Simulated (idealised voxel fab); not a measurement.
Process module heading - voxel self aligned contacts
This is section cut - it's 215 nm across, gridded in 5 nm square cells.
Throughout this document, each cross-section is represented as a grid of square cells and is presented as a sequence of bands enumerated from the top downward, where a band comprises one or more rows of cells. Within each band entry, the heights of the top and of the bottom of the band appear first, in that order and in nm; the materials of the band then follow from left to right, each with its corresponding width in nm. The designation "edge to edge" on a single material indicates that it fills the band from edge to edge; the designation "empty" indicates empty space. Zero point of the height axis is 0; under it, received wafer = one material. Lowest band: continues down indefinitely, "0..down". Graded width ("30 to 40"): value in top row of band = first number; value in bottom row = second number; row-to-row change constant. No cell of the cross-section changed in a step that is given as "all unchanged". "Sealed cavities" contains a list of empty spaces, each no smaller than 8 cells and without an open way to the top, written in the form width x height at distance with the distance from the left edge and all three in nm. Post-settings text on a step line: simulator's own remark regarding the step. If you see "overlay nm" on a step's line and that step has a mask, it's telling you how far right of where it was planned the mask ended up; a negative number means it went left instead.
Process steps (planned):
1. RECEIVE, material Si
2. OXIDIZE, depth nm 5
3. DIRECTIONAL_DEP, material polySi, thk nm 25
4. DIRECTIONAL_DEP, material SiN, thk nm 15
5. PATTERN, tone cover, mask id GATE, material resist, width nm 35, pitch nm 65, thk nm 20, overlay nm 0
6. DIRECTIONAL_ETCH, etch materials SiN, depth nm 15
7. DIRECTIONAL_ETCH, etch materials polySi, depth nm 25
8. STRIP, etch materials resist
9. CONFORMAL_DEP, material SiN, thk nm 5
10. DIRECTIONAL_ETCH, etch materials SiN, depth nm 5
11. FILL_DEP, material SiO2, thk nm 15
12. CMP, height nm 45
13. MASKED_ETCH, tone open, mask id CONTACT, width nm 40, etch materials SiO2, depth nm 50, overlay nm 0
14. CONFORMAL_DEP, material TiN, thk nm 5
15. FILL_DEP, material Ru, thk nm 10
16. CMP, height nm 45
17. CONFORMAL_DEP, material SiCN, thk nm 5
As received (post step 1): cross-section:
> 0..down  Si edge to edge
> Sealed cavities: none
Starting structure and process plan are as shown above, but one mistake was made in running the module; the wafer cross-section at the end of the module follows:
> 50..45  SiCN edge to edge
> 45..40  85 nm SiO2 / 5 nm TiN / 10 nm Ru / 25 nm TiN / 90 nm SiO2
> 40..25  40 nm SiO2 / 45 nm SiN / 5 nm TiN / 10 nm Ru / 5 nm TiN / 45 nm SiN / 65 nm SiO2
> 25..0  40 nm SiO2 / 5 nm SiN / 35 nm polySi / 5 nm SiN / 5 nm TiN / 10 nm Ru / 5 nm TiN / 5 nm SiN / 35 nm polySi / 5 nm SiN / 65 nm SiO2
> 0..-5  85 nm SiO2 / 20 nm TiN / 110 nm SiO2
> -5..down  Si edge to edge
> Sealed cavities: none
what went wrong: step 5 changed vs plan, executed as PATTERN, tone cover, mask id GATE, material resist, width nm 35, pitch nm 65, thk nm 20, overlay nm -10
